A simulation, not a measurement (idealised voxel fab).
Module name: voxel capacitor over wiring (process module)
Section shown: cut. Width: 155 nm. Cell size: 5 nm, square.
Cross-section, as written here: a square-cell grid given band by band from the top down, where a band holds one or more rows of cells.
Top height, bottom height, nm. Materials left to right, width each, nm. Single material + "edge to edge" = fills band edge to edge. "empty" = empty.
Where do heights start? At 0: under that level the wafer as delivered is made of one material only. And the lowest band has no floor; it just carries on downward, as in "0..down".
The two numbers in a width such as "30 to 40" mark its ends across the band: the first belongs to the top row of cells, the second to the bottom row, and from each row to the next the width moves by the same amount.
Where a step carries "left unchanged", the cross-section came out of it unchanged, cell for cell.
The label "Enclosed internal cavities" introduces a list of the empty spaces, 8 cells or larger, that have no open way up to the top; each entry in it reads width x height at distance, where the distance is taken from the left edge and all three are stated in nm.
Formally, on a step line, whatever follows the settings is a remark that the simulator itself makes on the step.
overlay nm, on a step with a mask: how far to the right of its planned place the mask lay; to the left if negative
The remainder of this document consists of a sequence of paired cross-sections. Each pair presents the cross-section prior to one process step together with the cross-section following it, the latter being rendered only as deep as the lowest band that underwent change. The intervening step, together with its settings, is stated beneath each pair. Because the pairs may originate from different runs of this module on the same starting wafer, a given pair is to be read as continuing from the preceding pair only where its entry headed "Before step" so indicates.

[Before step]
> 100..90: SiO2 edge to edge
> 90..80: 35 nm SiO2, 60 nm TiN, 60 nm SiO2
> 80..75: 35 nm SiO2, 60 nm Al2O3, 60 nm SiO2
> 75..65: 30 nm SiO2, 70 nm TiN, 55 nm SiO2
> 65..45: 35 nm SiO2, 15 nm Ru, 105 nm SiO2
> 45..40: 35 nm SiCN, 15 nm Ru, 105 nm SiCN
> 40..35: 20 nm SiN, 30 nm TiN, 55 nm SiN, 30 nm TiN, 20 nm SiN
> 35..10: Ru edge to edge
> 10..0: SiO2 edge to edge
> 0..down: Si edge to edge
> Enclosed internal cavities: none

[Post-Step Geometry]
> 100..90: 45 nm SiO2, 15 nm empty, 95 nm SiO2
> Everything below 90 is unchanged.
> Enclosed internal cavities: none
The cross-sections above show the structure before and after this step: MASKED_ETCH, tone open, mask id PLUG_2, width nm 15, etch materials SiO2, depth nm 10, overlay nm 0

Before step: it's just the after picture from the pair right above this one.

[Post-Step Geometry]
> 105..100: 50 nm TiN, 5 nm empty, 100 nm TiN
> 100..95: 45 nm SiO2, 5 nm TiN, 5 nm empty, 5 nm TiN, 95 nm SiO2
> 95..90: 45 nm SiO2, 15 nm TiN, 95 nm SiO2
> Everything below 90 is unchanged.
> Enclosed internal cavities: none
The cross-sections above show the structure before and after this step: CONFORMAL_DEP, material TiN, thk nm 5

Before step: it's just the after picture from the pair right above this one.

[Post-Step Geometry]
> 115..105: Cu edge to edge
> 105..100: 50 nm TiN, 5 nm Cu, 100 nm TiN
> 100..95: 45 nm SiO2, 5 nm TiN, 5 nm Cu, 5 nm TiN, 95 nm SiO2
> Everything below 95 is unchanged.
> Enclosed internal cavities: none
The cross-sections above show the structure before and after this step: FILL_DEP, material Cu, thk nm 10

Before step: it's just the after picture from the pair right above this one.

[Post-Step Geometry]
> 100..95: 45 nm SiO2, 5 nm TiN, 5 nm Cu, 5 nm TiN, 95 nm SiO2
> Everything below 95 is unchanged.
> Enclosed internal cavities: none
The cross-sections above show the structure before and after this step: CMP, height nm 100

Before step: it's just the after picture from the pair right above this one.

[Post-Step Geometry]
> 105..100: SiCN edge to edge
> Everything below 100 is unchanged.
> Enclosed internal cavities: none
The cross-sections above show the structure before and after this step: CONFORMAL_DEP, material SiCN, thk nm 5

[Before step]
> 105..90: SiO2 edge to edge
> 90..80: 35 nm SiO2, 60 nm TiN, 60 nm SiO2
> 80..75: 35 nm SiO2, 60 nm Al2O3, 60 nm SiO2
> 75..65: 30 nm SiO2, 70 nm TiN, 55 nm SiO2
> 65..45: 35 nm SiO2, 15 nm Ru, 105 nm SiO2
> 45..40: 35 nm SiCN, 15 nm Ru, 105 nm SiCN
> 40..15: 15 nm lowk, 5 nm SiN, 30 nm Ru, 5 nm SiN, 45 nm lowk, 5 nm SiN, 30 nm Ru, 5 nm SiN, 15 nm lowk
> 15..10: 20 nm SiN, 30 nm TiN, 55 nm SiN, 30 nm TiN, 20 nm SiN
> 10..0: SiO2 edge to edge
> 0..down: Si edge to edge
> Enclosed internal cavities: none

[Post-Step Geometry]
> 90..80: 35 nm SiO2, 60 nm TiN, 60 nm SiO2
> Everything below 80 is unchanged.
> Enclosed internal cavities: none
The cross-sections above show the structure before and after this step: CMP, height nm 90

Before step: it's just the after picture from the pair right above this one.

[Post-Step Geometry]
> 95..90: TiN edge to edge
> Everything below 90 is unchanged.
> Enclosed internal cavities: none
The cross-sections above show the structure before and after this step: CONFORMAL_DEP, material TiN, thk nm 5

Before step: it's just the after picture from the pair right above this one.

[Post-Step Geometry]
> 105..95: Cu edge to edge
> Everything below 95 is unchanged.
> Enclosed internal cavities: none
The cross-sections above show the structure before and after this step: FILL_DEP, material Cu, thk nm 10

Before step: it's just the after picture from the pair right above this one.

[Post-Step Geometry]
> 100..95: Cu edge to edge
> Everything below 95 is unchanged.
> Enclosed internal cavities: none
The cross-sections above show the structure before and after this step: CMP, height nm 100

Before step: it's just the after picture from the pair right above this one.

[Post-Step Geometry]
> 105..100: SiCN edge to edge
> Everything below 100 is unchanged.
> Enclosed internal cavities: none
The cross-sections above show the structure before and after this step: CONFORMAL_DEP, material SiCN, thk nm 5

[Before step]
> 90..80: 35 nm empty, 60 nm TiN, 60 nm empty
> 80..75: 35 nm empty, 60 nm Al2O3, 60 nm empty
> 75..65: TiN edge to edge
> 65..45: 35 nm SiO2, 15 nm Ru, 105 nm SiO2
> 45..40: 35 nm SiCN, 15 nm Ru, 105 nm SiCN
> 40..15: 15 nm lowk, 5 nm SiN, 30 nm Ru, 5 nm SiN, 45 nm lowk, 5 nm SiN, 30 nm Ru, 5 nm SiN, 15 nm lowk
> 15..10: 20 nm SiN, 30 nm TiN, 55 nm SiN, 30 nm TiN, 20 nm SiN
> 10..0: SiO2 edge to edge
> 0..down: Si edge to edge
> Enclosed internal cavities: none

[Post-Step Geometry]
> 90..80: 35 nm empty, 60 nm TiN, 60 nm empty
> 80..75: 35 nm empty, 60 nm Al2O3, 60 nm empty
> 75..65: 35 nm empty, 65 nm TiN, 55 nm empty
> Everything below 65 is unchanged.
> Enclosed internal cavities: none
The cross-sections above show the structure before and after this step: MASKED_ETCH, tone cover, mask id LOWER_PLATE, width nm 65, etch materials TiN, depth nm 10, overlay nm 0

Before step: it's just the after picture from the pair right above this one.

[Post-Step Geometry]
> 105..90: SiO2 edge to edge
> 90..80: 35 nm SiO2, 60 nm TiN, 60 nm SiO2
> 80..75: 35 nm SiO2, 60 nm Al2O3, 60 nm SiO2
> 75..65: 35 nm SiO2, 65 nm TiN, 55 nm SiO2
> Everything below 65 is unchanged.
> Enclosed internal cavities: none
The cross-sections above show the structure before and after this step: FILL_DEP, material SiO2, thk nm 15

Before step: it's just the after picture from the pair right above this one.

[Post-Step Geometry]
> 100..90: SiO2 edge to edge
> Everything below 90 is unchanged.
> Enclosed internal cavities: none
The cross-sections above show the structure before and after this step: CMP, height nm 100

Before step: it's just the after picture from the pair right above this one.

[Post-Step Geometry]
> 100..90: 45 nm SiO2, 15 nm empty, 95 nm SiO2
> Everything below 90 is unchanged.
> Enclosed internal cavities: none
The cross-sections above show the structure before and after this step: MASKED_ETCH, tone open, mask id PLUG_2, width nm 15, etch materials SiO2, depth nm 10, overlay nm 0

Before step: it's just the after picture from the pair right above this one.

[Post-Step Geometry]
> 105..100: 50 nm TiN, 5 nm empty, 100 nm TiN
> 100..95: 45 nm SiO2, 5 nm TiN, 5 nm empty, 5 nm TiN, 95 nm SiO2
> 95..90: 45 nm SiO2, 15 nm TiN, 95 nm SiO2
> Everything below 90 is unchanged.
> Enclosed internal cavities: none
The cross-sections above show the structure before and after this step: CONFORMAL_DEP, material TiN, thk nm 5

Before step: it's just the after picture from the pair right above this one.

[Post-Step Geometry]
> 115..105: Cu edge to edge
> 105..100: 50 nm TiN, 5 nm Cu, 100 nm TiN
> 100..95: 45 nm SiO2, 5 nm TiN, 5 nm Cu, 5 nm TiN, 95 nm SiO2
> Everything below 95 is unchanged.
> Enclosed internal cavities: none
The cross-sections above show the structure before and after this step: FILL_DEP, material Cu, thk nm 10

Before step: it's just the after picture from the pair right above this one.

[Post-Step Geometry]
> 100..95: 45 nm SiO2, 5 nm TiN, 5 nm Cu, 5 nm TiN, 95 nm SiO2
> Everything below 95 is unchanged.
> Enclosed internal cavities: none
The cross-sections above show the structure before and after this step: CMP, height nm 100

Before step: it's just the after picture from the pair right above this one.

[Post-Step Geometry]
> 105..100: SiCN edge to edge
> Everything below 100 is unchanged.
> Enclosed internal cavities: none
The cross-sections above show the structure before and after this step: CONFORMAL_DEP, material SiCN, thk nm 5

[Before step]
> 100..90: SiO2 edge to edge
> 90..80: 35 nm SiO2, 60 nm TiN, 60 nm SiO2
> 80..75: 35 nm SiO2, 60 nm Al2O3, 60 nm SiO2
> 75..65: 30 nm SiO2, 70 nm TiN, 55 nm SiO2
> 65..45: 35 nm SiO2, 15 nm Ru, 105 nm SiO2
> 45..40: 35 nm SiCN, 15 nm Ru, 105 nm SiCN
> 40..15: 15 nm lowk, 5 nm SiN, 30 nm Ru, 5 nm SiN, 45 nm lowk, 5 nm SiN, 30 nm Ru, 5 nm SiN, 15 nm lowk
> 15..10: 20 nm SiN, 30 nm TiN, 55 nm SiN, 30 nm TiN, 20 nm SiN
> 10..0: SiO2 edge to edge
> 0..down: Si edge to edge
> Enclosed internal cavities: none

[Post-Step Geometry]
> 100..90: 55 nm SiO2, 15 nm empty, 85 nm SiO2
> Everything below 90 is unchanged.
> Enclosed internal cavities: none
The cross-sections above show the structure before and after this step: MASKED_ETCH, tone open, mask id PLUG_2, width nm 15, etch materials SiO2, depth nm 10, overlay nm 10

Before step: it's just the after picture from the pair right above this one.

[Post-Step Geometry]
> 105..100: 60 nm TiN, 5 nm empty, 90 nm TiN
> 100..95: 55 nm SiO2, 5 nm TiN, 5 nm empty, 5 nm TiN, 85 nm SiO2
> 95..90: 55 nm SiO2, 15 nm TiN, 85 nm SiO2
> Everything below 90 is unchanged.
> Enclosed internal cavities: none
The cross-sections above show the structure before and after this step: CONFORMAL_DEP, material TiN, thk nm 5

Before step: it's just the after picture from the pair right above this one.

[Post-Step Geometry]
> 115..105: Cu edge to edge
> 105..100: 60 nm TiN, 5 nm Cu, 90 nm TiN
> 100..95: 55 nm SiO2, 5 nm TiN, 5 nm Cu, 5 nm TiN, 85 nm SiO2
> Everything below 95 is unchanged.
> Enclosed internal cavities: none
The cross-sections above show the structure before and after this step: FILL_DEP, material Cu, thk nm 10

Before step: it's just the after picture from the pair right above this one.

[Post-Step Geometry]
> 100..95: 55 nm SiO2, 5 nm TiN, 5 nm Cu, 5 nm TiN, 85 nm SiO2
> Everything below 95 is unchanged.
> Enclosed internal cavities: none
The cross-sections above show the structure before and after this step: CMP, height nm 100

Before step: it's just the after picture from the pair right above this one.

[Post-Step Geometry]
> 105..100: SiCN edge to edge
> Everything below 100 is unchanged.
> Enclosed internal cavities: none
The cross-sections above show the structure before and after this step: CONFORMAL_DEP, material SiCN, thk nm 5

[Before step]
> 45..40: 15 nm empty, 40 nm SiN, 45 nm empty, 40 nm SiN, 15 nm empty
> 40..15: 15 nm empty, 5 nm SiN, 30 nm Ru, 5 nm SiN, 45 nm empty, 5 nm SiN, 30 nm Ru, 5 nm SiN, 15 nm empty
> 15..10: 20 nm SiN, 30 nm TiN, 55 nm SiN, 30 nm TiN, 20 nm SiN
> 10..0: SiO2 edge to edge
> 0..down: Si edge to edge
> Enclosed internal cavities: none

[Post-Step Geometry]
> 50..45: Cu edge to edge
> 45..40: 15 nm Cu, 40 nm SiN, 45 nm Cu, 40 nm SiN, 15 nm Cu
> 40..15: 15 nm Cu, 5 nm SiN, 30 nm Ru, 5 nm SiN, 45 nm Cu, 5 nm SiN, 30 nm Ru, 5 nm SiN, 15 nm Cu
> Everything below 15 is unchanged.
> Enclosed internal cavities: none
The cross-sections above show the structure before and after this step: FILL_DEP, material Cu, thk nm 5

Before step: it's just the after picture from the pair right above this one.

[Post-Step Geometry]
> 40..15: 15 nm Cu, 5 nm SiN, 30 nm Ru, 5 nm SiN, 45 nm Cu, 5 nm SiN, 30 nm Ru, 5 nm SiN, 15 nm Cu
> Everything below 15 is unchanged.
> Enclosed internal cavities: none
The cross-sections above show the structure before and after this step: CMP, height nm 40

Before step: it's just the after picture from the pair right above this one.

[Post-Step Geometry]
> 45..40: SiCN edge to edge
> Everything below 40 is unchanged.
> Enclosed internal cavities: none
The cross-sections above show the structure before and after this step: CONFORMAL_DEP, material SiCN, thk nm 5

Before step: it's just the after picture from the pair right above this one.

[Post-Step Geometry]
> 65..45: SiO2 edge to edge
> Everything below 45 is unchanged.
> Enclosed internal cavities: none
The cross-sections above show the structure before and after this step: DIRECTIONAL_DEP, material SiO2, thk nm 20

Before step: it's just the after picture from the pair right above this one.

[Post-Step Geometry]
> 85..65: 35 nm resist, 15 nm empty, 105 nm resist
> Everything below 65 is unchanged.
> Enclosed internal cavities: none
The cross-sections above show the structure before and after this step: PATTERN, tone open, mask id PLUG_1, material resist, width nm 15, thk nm 20, overlay nm 0

Before step: it's just the after picture from the pair right above this one.

[Post-Step Geometry]
> 85..65: 35 nm resist, 15 nm empty, 105 nm resist
> 65..45: 35 nm SiO2, 15 nm empty, 105 nm SiO2
> Everything below 45 is unchanged.
> Enclosed internal cavities: none
The cross-sections above show the structure before and after this step: DIRECTIONAL_ETCH, etch materials SiO2, depth nm 20

Before step: it's just the after picture from the pair right above this one.

[Post-Step Geometry]
> 85..65: 35 nm resist, 15 nm empty, 105 nm resist
> 65..45: 35 nm SiO2, 15 nm empty, 105 nm SiO2
> 45..40: 35 nm SiCN, 15 nm empty, 105 nm SiCN
> Everything below 40 is unchanged.
> Enclosed internal cavities: none
The cross-sections above show the structure before and after this step: DIRECTIONAL_ETCH, etch materials SiCN, depth nm 5

Before step: it's just the after picture from the pair right above this one.

[Post-Step Geometry]
> 65..45: 35 nm SiO2, 15 nm empty, 105 nm SiO2
> Everything below 45 is unchanged.
> Enclosed internal cavities: none
The cross-sections above show the structure before and after this step: STRIP, etch materials resist

Before step: it's just the after picture from the pair right above this one.

[Post-Step Geometry]
> 65..50: 35 nm SiO2, 15 nm empty, 105 nm SiO2
> 50..45: 35 nm SiO2, 15 nm Ru, 105 nm SiO2
> 45..40: 35 nm SiCN, 15 nm Ru, 105 nm SiCN
> Everything below 40 is unchanged.
> Enclosed internal cavities: none
The cross-sections above show the structure before and after this step: EPI, material Ru, thk nm 10

Before step: it's just the after picture from the pair right above this one.

[Post-Step Geometry]
> 65..60: 35 nm SiO2, 15 nm empty, 105 nm SiO2
> 60..45: 35 nm SiO2, 15 nm Ru, 105 nm SiO2
> Everything below 45 is unchanged.
> Enclosed internal cavities: none
The cross-sections above show the structure before and after this step: EPI, material Ru, thk nm 10

Before step: it's just the after picture from the pair right above this one.

[Post-Step Geometry]
> 65..45: 35 nm SiO2, 15 nm Ru, 105 nm SiO2
> Everything below 45 is unchanged.
> Enclosed internal cavities: none
The cross-sections above show the structure before and after this step: EPI, material Ru, thk nm 5

Before step: it's just the after picture from the pair right above this one.

[Post-Step Geometry]
> 75..65: TiN edge to edge
> Everything below 65 is unchanged.
> Enclosed internal cavities: none
The cross-sections above show the structure before and after this step: DIRECTIONAL_DEP, material TiN, thk nm 10

Before step: it's just the after picture from the pair right above this one.

[Post-Step Geometry]
> 80..75: Al2O3 edge to edge
> Everything below 75 is unchanged.
> Enclosed internal cavities: none
The cross-sections above show the structure before and after this step: DIRECTIONAL_DEP, material Al2O3, thk nm 5

Before step: it's just the after picture from the pair right above this one.

[Post-Step Geometry]
> 90..80: TiN edge to edge
> Everything below 80 is unchanged.
> Enclosed internal cavities: none
The cross-sections above show the structure before and after this step: DIRECTIONAL_DEP, material TiN, thk nm 10

Before step: it's just the after picture from the pair right above this one.

[Post-Step Geometry]
> 90..80: 35 nm empty, 60 nm TiN, 60 nm empty
> Everything below 80 is unchanged.
> Enclosed internal cavities: none
The cross-sections above show the structure before and after this step: MASKED_ETCH, tone cover, mask id UPPER_PLATE, width nm 60, etch materials TiN, depth nm 10, overlay nm 0

Before step: it's just the after picture from the pair right above this one.

[Post-Step Geometry]
> 90..80: 35 nm empty, 60 nm TiN, 60 nm empty
> 80..75: 35 nm empty, 60 nm Al2O3, 60 nm empty
> Everything below 75 is unchanged.
> Enclosed internal cavities: none
The cross-sections above show the structure before and after this step: MASKED_ETCH, tone cover, mask id UPPER_PLATE, width nm 60, etch materials Al2O3, depth nm 5, overlay nm 0

Before step: it's just the after picture from the pair right above this one.

[Post-Step Geometry]
> 90..80: 35 nm empty, 60 nm TiN, 60 nm empty
> 80..75: 35 nm empty, 60 nm Al2O3, 60 nm empty
> 75..65: 30 nm empty, 70 nm TiN, 55 nm empty
> Everything below 65 is unchanged.
> Enclosed internal cavities: none
The cross-sections above show the structure before and after this step: MASKED_ETCH, tone cover, mask id LOWER_PLATE, width nm 70, etch materials TiN, depth nm 10, overlay nm 0

Before step: it's just the after picture from the pair right above this one.

[Post-Step Geometry]
> 105..90: SiO2 edge to edge
> 90..80: 35 nm SiO2, 60 nm TiN, 60 nm SiO2
> 80..75: 35 nm SiO2, 60 nm Al2O3, 60 nm SiO2
> 75..65: 30 nm SiO2, 70 nm TiN, 55 nm SiO2
> Everything below 65 is unchanged.
> Enclosed internal cavities: none
The cross-sections above show the structure before and after this step: FILL_DEP, material SiO2, thk nm 15

Before step: it's just the after picture from the pair right above this one.

[Post-Step Geometry]
> 100..90: SiO2 edge to edge
> Everything below 90 is unchanged.
> Enclosed internal cavities: none
The cross-sections above show the structure before and after this step: CMP, height nm 100

Before step: it's just the after picture from the pair right above this one.

[Post-Step Geometry]
> 100..90: 45 nm SiO2, 15 nm empty, 95 nm SiO2
> Everything below 90 is unchanged.
> Enclosed internal cavities: none
The cross-sections above show the structure before and after this step: MASKED_ETCH, tone open, mask id PLUG_2, width nm 15, etch materials SiO2, depth nm 10, overlay nm 0

Before step: it's just the after picture from the pair right above this one.

[Post-Step Geometry]
> 105..100: 50 nm TiN, 5 nm empty, 100 nm TiN
> 100..95: 45 nm SiO2, 5 nm TiN, 5 nm empty, 5 nm TiN, 95 nm SiO2
> 95..90: 45 nm SiO2, 15 nm TiN, 95 nm SiO2
> Everything below 90 is unchanged.
> Enclosed internal cavities: none
The cross-sections above show the structure before and after this step: CONFORMAL_DEP, material TiN, thk nm 5

Before step: it's just the after picture from the pair right above this one.

[Post-Step Geometry]
> 115..105: Cu edge to edge
> 105..100: 50 nm TiN, 5 nm Cu, 100 nm TiN
> 100..95: 45 nm SiO2, 5 nm TiN, 5 nm Cu, 5 nm TiN, 95 nm SiO2
> Everything below 95 is unchanged.
> Enclosed internal cavities: none
The cross-sections above show the structure before and after this step: FILL_DEP, material Cu, thk nm 10

Before step: it's just the after picture from the pair right above this one.

[Post-Step Geometry]
> 100..95: 45 nm SiO2, 5 nm TiN, 5 nm Cu, 5 nm TiN, 95 nm SiO2
> Everything below 95 is unchanged.
> Enclosed internal cavities: none
The cross-sections above show the structure before and after this step: CMP, height nm 100

Before step: it's just the after picture from the pair right above this one.

[Post-Step Geometry]
> 105..100: SiCN edge to edge
> Everything below 100 is unchanged.
> Enclosed internal cavities: none
The cross-sections above show the structure before and after this step: CONFORMAL_DEP, material SiCN, thk nm 5

[Before step]
> 65..45: SiO2 edge to edge
> 45..40: SiCN edge to edge
> 40..15: 15 nm lowk, 5 nm SiN, 30 nm Ru, 5 nm SiN, 45 nm lowk, 5 nm SiN, 30 nm Ru, 5 nm SiN, 15 nm lowk
> 15..10: 20 nm SiN, 30 nm TiN, 55 nm SiN, 30 nm TiN, 20 nm SiN
> 10..0: SiO2 edge to edge
> 0..down: Si edge to edge
> Enclosed internal cavities: none

[Post-Step Geometry]
> 85..65: 35 nm empty, 15 nm resist, 105 nm empty
> Everything below 65 is unchanged.
> Enclosed internal cavities: none
The cross-sections above show the structure before and after this step: PATTERN, tone cover, mask id PLUG_1, material resist, width nm 15, thk nm 20, overlay nm 0

Before step: it's just the after picture from the pair right above this one.

[Post-Step Geometry]
> 85..65: 35 nm empty, 15 nm resist, 105 nm empty
> 65..45: 35 nm empty, 15 nm SiO2, 105 nm empty
> Everything below 45 is unchanged.
> Enclosed internal cavities: none
The cross-sections above show the structure before and after this step: DIRECTIONAL_ETCH, etch materials SiO2, depth nm 20

Before step: it's just the after picture from the pair right above this one.

[Post-Step Geometry]
> 85..65: 35 nm empty, 15 nm resist, 105 nm empty
> 65..45: 35 nm empty, 15 nm SiO2, 105 nm empty
> 45..40: 35 nm empty, 15 nm SiCN, 105 nm empty
> Everything below 40 is unchanged.
> Enclosed internal cavities: none
The cross-sections above show the structure before and after this step: DIRECTIONAL_ETCH, etch materials SiCN, depth nm 5

Before step: it's just the after picture from the pair right above this one.

[Post-Step Geometry]
> 65..45: 35 nm empty, 15 nm SiO2, 105 nm empty
> Everything below 45 is unchanged.
> Enclosed internal cavities: none
The cross-sections above show the structure before and after this step: STRIP, etch materials resist

Before step: it's just the after picture from the pair right above this one.

[Post-Step Geometry]
> 65..50: 35 nm empty, 15 nm SiO2, 105 nm empty
> 50..45: 10 nm empty, 25 nm Ru, 15 nm SiO2, 45 nm empty, 50 nm Ru, 10 nm empty
> 45..40: 10 nm empty, 25 nm Ru, 15 nm SiCN, 45 nm empty, 50 nm Ru, 10 nm empty
> Everything below 40 is unchanged.
> Enclosed internal cavities: none
The cross-sections above show the structure before and after this step: EPI, material Ru, thk nm 10

Before step: it's just the after picture from the pair right above this one.

[Post-Step Geometry]
> 65..60: 35 nm empty, 15 nm SiO2, 105 nm empty
> 60..45: 35 nm Ru, 15 nm SiO2, 35 nm empty, 70 nm Ru
> 45..40: 35 nm Ru, 15 nm SiCN, 35 nm empty, 70 nm Ru
> Everything below 40 is unchanged.
> Enclosed internal cavities: none
The cross-sections above show the structure before and after this step: EPI, material Ru, thk nm 10

Before step: it's just the after picture from the pair right above this one.

[Post-Step Geometry]
> 65..45: 35 nm Ru, 15 nm SiO2, 30 nm empty, 75 nm Ru
> 45..40: 35 nm Ru, 15 nm SiCN, 30 nm empty, 75 nm Ru
> Everything below 40 is unchanged.
> Enclosed internal cavities: none
The cross-sections above show the structure before and after this step: EPI, material Ru, thk nm 5

Before step: it's just the after picture from the pair right above this one.

[Post-Step Geometry]
> 75..65: 50 nm TiN, 30 nm empty, 75 nm TiN
> 65..50: 35 nm Ru, 15 nm SiO2, 30 nm empty, 75 nm Ru
> 50..45: 35 nm Ru, 15 nm SiO2, 30 nm TiN, 75 nm Ru
> 45..40: 35 nm Ru, 15 nm SiCN, 30 nm TiN, 75 nm Ru
> Everything below 40 is unchanged.
> Enclosed internal cavities: none
The cross-sections above show the structure before and after this step: DIRECTIONAL_DEP, material TiN, thk nm 10

Before step: it's just the after picture from the pair right above this one.

[Post-Step Geometry]
> 80..75: 50 nm Al2O3, 30 nm empty, 75 nm Al2O3
> 75..65: 50 nm TiN, 30 nm empty, 75 nm TiN
> 65..55: 35 nm Ru, 15 nm SiO2, 30 nm empty, 75 nm Ru
> 55..50: 35 nm Ru, 15 nm SiO2, 30 nm Al2O3, 75 nm Ru
> Everything below 50 is unchanged.
> Enclosed internal cavities: none
The cross-sections above show the structure before and after this step: DIRECTIONAL_DEP, material Al2O3, thk nm 5

Before step: it's just the after picture from the pair right above this one.

[Post-Step Geometry]
> 90..80: 50 nm TiN, 30 nm empty, 75 nm TiN
> 80..75: 50 nm Al2O3, 30 nm empty, 75 nm Al2O3
> 75..65: 50 nm TiN, 30 nm empty, 75 nm TiN
> 65..55: 35 nm Ru, 15 nm SiO2, 30 nm TiN, 75 nm Ru
> Everything below 55 is unchanged.
> Enclosed internal cavities: none
The cross-sections above show the structure before and after this step: DIRECTIONAL_DEP, material TiN, thk nm 10

Before step: it's just the after picture from the pair right above this one.

[Post-Step Geometry]
> 90..80: 35 nm empty, 15 nm TiN, 30 nm empty, 15 nm TiN, 60 nm empty
> Everything below 80 is unchanged.
> Enclosed internal cavities: none
The cross-sections above show the structure before and after this step: MASKED_ETCH, tone cover, mask id UPPER_PLATE, width nm 60, etch materials TiN, depth nm 10, overlay nm 0

Before step: it's just the after picture from the pair right above this one.

[Post-Step Geometry]
> 90..80: 35 nm empty, 15 nm TiN, 30 nm empty, 15 nm TiN, 60 nm empty
> 80..75: 35 nm empty, 15 nm Al2O3, 30 nm empty, 15 nm Al2O3, 60 nm empty
> Everything below 75 is unchanged.
> Enclosed internal cavities: none
The cross-sections above show the structure before and after this step: MASKED_ETCH, tone cover, mask id UPPER_PLATE, width nm 60, etch materials Al2O3, depth nm 5, overlay nm 0

Before step: it's just the after picture from the pair right above this one.

[Post-Step Geometry]
> 90..80: 35 nm empty, 15 nm TiN, 30 nm empty, 15 nm TiN, 60 nm empty
> 80..75: 35 nm empty, 15 nm Al2O3, 30 nm empty, 15 nm Al2O3, 60 nm empty
> 75..65: 30 nm empty, 20 nm TiN, 30 nm empty, 20 nm TiN, 55 nm empty
> Everything below 65 is unchanged.
> Enclosed internal cavities: none
The cross-sections above show the structure before and after this step: MASKED_ETCH, tone cover, mask id LOWER_PLATE, width nm 70, etch materials TiN, depth nm 10, overlay nm 0

Before step: it's just the after picture from the pair right above this one.

[Post-Step Geometry]
> 105..90: SiO2 edge to edge
> 90..80: 35 nm SiO2, 15 nm TiN, 30 nm SiO2, 15 nm TiN, 60 nm SiO2
> 80..75: 35 nm SiO2, 15 nm Al2O3, 30 nm SiO2, 15 nm Al2O3, 60 nm SiO2
> 75..65: 30 nm SiO2, 20 nm TiN, 30 nm SiO2, 20 nm TiN, 55 nm SiO2
> Everything below 65 is unchanged.
> Enclosed internal cavities: none
The cross-sections above show the structure before and after this step: FILL_DEP, material SiO2, thk nm 15

Before step: it's just the after picture from the pair right above this one.

[Post-Step Geometry]
> 100..90: SiO2 edge to edge
> Everything below 90 is unchanged.
> Enclosed internal cavities: none
The cross-sections above show the structure before and after this step: CMP, height nm 100

Before step: it's just the after picture from the pair right above this one.

[Post-Step Geometry]
> 100..90: 45 nm SiO2, 15 nm empty, 95 nm SiO2
> Everything below 90 is unchanged.
> Enclosed internal cavities: none
The cross-sections above show the structure before and after this step: MASKED_ETCH, tone open, mask id PLUG_2, width nm 15, etch materials SiO2, depth nm 10, overlay nm 0

Before step: it's just the after picture from the pair right above this one.

[Post-Step Geometry]
> 105..100: 50 nm TiN, 5 nm empty, 100 nm TiN
> 100..95: 45 nm SiO2, 5 nm TiN, 5 nm empty, 5 nm TiN, 95 nm SiO2
> 95..90: 45 nm SiO2, 15 nm TiN, 95 nm SiO2
> Everything below 90 is unchanged.
> Enclosed internal cavities: none
The cross-sections above show the structure before and after this step: CONFORMAL_DEP, material TiN, thk nm 5

Before step: it's just the after picture from the pair right above this one.

[Post-Step Geometry]
> 115..105: Cu edge to edge
> 105..100: 50 nm TiN, 5 nm Cu, 100 nm TiN
> 100..95: 45 nm SiO2, 5 nm TiN, 5 nm Cu, 5 nm TiN, 95 nm SiO2
> Everything below 95 is unchanged.
> Enclosed internal cavities: none
The cross-sections above show the structure before and after this step: FILL_DEP, material Cu, thk nm 10

Before step: it's just the after picture from the pair right above this one.

[Post-Step Geometry]
> 100..95: 45 nm SiO2, 5 nm TiN, 5 nm Cu, 5 nm TiN, 95 nm SiO2
> Everything below 95 is unchanged.
> Enclosed internal cavities: none
The cross-sections above show the structure before and after this step: CMP, height nm 100

Before step: it's just the after picture from the pair right above this one.

[Post-Step Geometry]
> 105..100: SiCN edge to edge
> Everything below 100 is unchanged.
> Enclosed internal cavities: none
The cross-sections above show the structure before and after this step: CONFORMAL_DEP, material SiCN, thk nm 5
